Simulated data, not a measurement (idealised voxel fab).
Presented below is a process module, voxel self aligned vias.
This is section cut - it's 300 nm across, gridded in 5 nm square cells.
Think of the cross-section as a grid of square cells. We describe it in bands, top to bottom, and each band covers one or more rows of those cells. Basically the band line says how high the top is and how high the bottom is, in nm, and then what's in it from left to right, every material with its width in nm. Empty space shows up as "air", and if a single material carries "everywhere" it runs the full band edge to edge. Ref level 0: as-received wafer is one material below here. Bottom band extends down with no lower bound ("0 nm and below"). Read "30->40" as a graded width: first number on top, second number at the bottom, same change between each pair of neighbouring rows. Step marked "changes: none"? Then no cell in the cross-section changed in it. Empty spaces counting at least 8 cells and having no open way to the top are listed in "Internal closed voids". The notation width x height at distance is used for each, the distance being from the left edge and all three values in nm. That trailing text on a step's line, after the settings, is the simulator's own remark on the step. The optional step-line setting "overlay nm" applies to steps with a mask and quantifies how far to the right of its planned location the mask lay, a negative value indicating leftward placement.

Steps in the process plan:
- 1: RECEIVE, material Si
- 2: CONFORMAL_DEP, material SiO2, thk nm 10
- 3: CONFORMAL_DEP, material SiCN, thk nm 5
- 4: DIRECTIONAL_DEP, material SiO2, thk nm 20
- 5: MASKED_ETCH, tone open, mask id LINES, width nm 30, pitch nm 70, etch materials SiO2, depth nm 20, overlay nm 0
- 6: CONFORMAL_DEP, material TiN, thk nm 5
- 7: FILL_DEP, material Ru, thk nm 10
- 8: CMP, height nm 35
- 9: SELECTIVE_ETCH, etch materials W Ru TiN, depth nm 5
- 10: FILL_DEP, material SiN, thk nm 10
- 11: CMP, height nm 35
- 12: DIRECTIONAL_DEP, material SiO2, thk nm 15
- 13: MASKED_ETCH, tone open, mask id VIAS, width nm 40, etch materials SiO2, depth nm 15, overlay nm 0
- 14: MASKED_ETCH, tone open, mask id VIAS, width nm 50, etch materials SiN, depth nm 5, overlay nm 0
- 15: CONFORMAL_DEP, material TiN, thk nm 5
- 16: FILL_DEP, material W, thk nm 5
- 17: CMP, height nm 50
- 18: CONFORMAL_DEP, material SiCN, thk nm 5
The plan's step 13 width nm is the first wafer's value; the wafers differ in this setting and start identical.

Cross-section, first of several wafers, as delivered after step 1:
  0 nm and below  Si everywhere
  Internal closed voids: none

Below: a row per wafer. Contents at end of module: for every material, cells gained since receipt (+) or lost since receipt (-); then closed voids:
width nm 40 | +16 Ru | +120 SiCN | +6 SiN | +468 SiO2 | +34 TiN | +16 W | Internal closed voids: none
width nm 45 | +16 Ru | +120 SiCN | +6 SiN | +465 SiO2 | +35 TiN | +18 W | Internal closed voids: none
width nm 50 | +16 Ru | +120 SiCN | +6 SiN | +462 SiO2 | +36 TiN | +20 W | Internal closed voids: none
width nm 55 | +16 Ru | +120 SiCN | +6 SiN | +459 SiO2 | +37 TiN | +22 W | Internal closed voids: none
width nm 60 | +16 Ru | +120 SiCN | +6 SiN | +456 SiO2 | +38 TiN | +24 W | Internal closed voids: none
width nm 65 | +16 Ru | +120 SiCN | +6 SiN | +453 SiO2 | +39 TiN | +26 W | Internal closed voids: none
